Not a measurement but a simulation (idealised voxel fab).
You're looking at the process module voxel lift off.
The figure presents cross-section cut, which has a width of 225 nm and is divided into square cells with an edge length of 5 nm.
We lay out every cross-section as a grid of square cells and spell it out in bands from the top down, where one band means one or more rows of cells.
Band: top and bottom heights (nm) first, top before bottom; then materials from left to right, widths in nm. "all across" marks a sole material filling the band edge to edge. "blank" denotes empty space.
Height reference: 0 = level under which incoming wafer is all one material. Lowest band: no bottom, runs on downward, e.g. "0 down".
Read "30 to 40" as a graded width: first number on top, second number at the bottom, same change between each pair of neighbouring rows.
"no alteration" for a step: no cell of the cross-section changed in that step.
Listed in "Completely sealed voids": every empty space of 8 or more cells without an open way to the top. Form: width x height at distance, the distance being from the left edge, all in nm.
That trailing text on a step's line, after the settings, is the simulator's own remark on the step.
Regarding "overlay nm": on a step with a mask, it is the distance the mask lay to the right of its planned place; a negative value places it to the left.

This section lists the process steps that were planned
| 1 | RECEIVE with material Si |
| 2 | CONFORMAL_DEP with material Al2O3, thk nm 15 |
| 3 | PATTERN with tone open, mask id LINES, material resist, width nm 25, pitch nm 40, thk nm 25, overlay nm 0 |
| 4 | DIRECTIONAL_DEP with material Ru, thk nm 15 |
| 5 | STRIP with etch materials resist |
| 6 | CONFORMAL_DEP with material SiN, thk nm 5 |

As-received state of the wafer in cross-section, equivalent to post-step 1
* 0 down: Si all across
* Completely sealed voids: none

Figure: cross-sectional view of the wafer upon completion of the module, processed from the initial state and according to the plan depicted above, with one error introduced during execution
* 50 to 45: blank (75) | SiN (35) | blank (5) | SiN (35) | blank (75)
* 45 to 35: blank (75) | SiN (5) | Ru (25) | SiN (5) | blank (5) | SiN (5) | Ru (25) | SiN (5) | blank (75)
* 35 to 30: SiN (80) | Ru (25) | SiN (15) | Ru (25) | SiN (80)
* 30 to 0: Al2O3 all across
* 0 down: Si all across
* Completely sealed voids: none
Deviation noted in wafer processing: heads up, step 2 of the plan got done twice
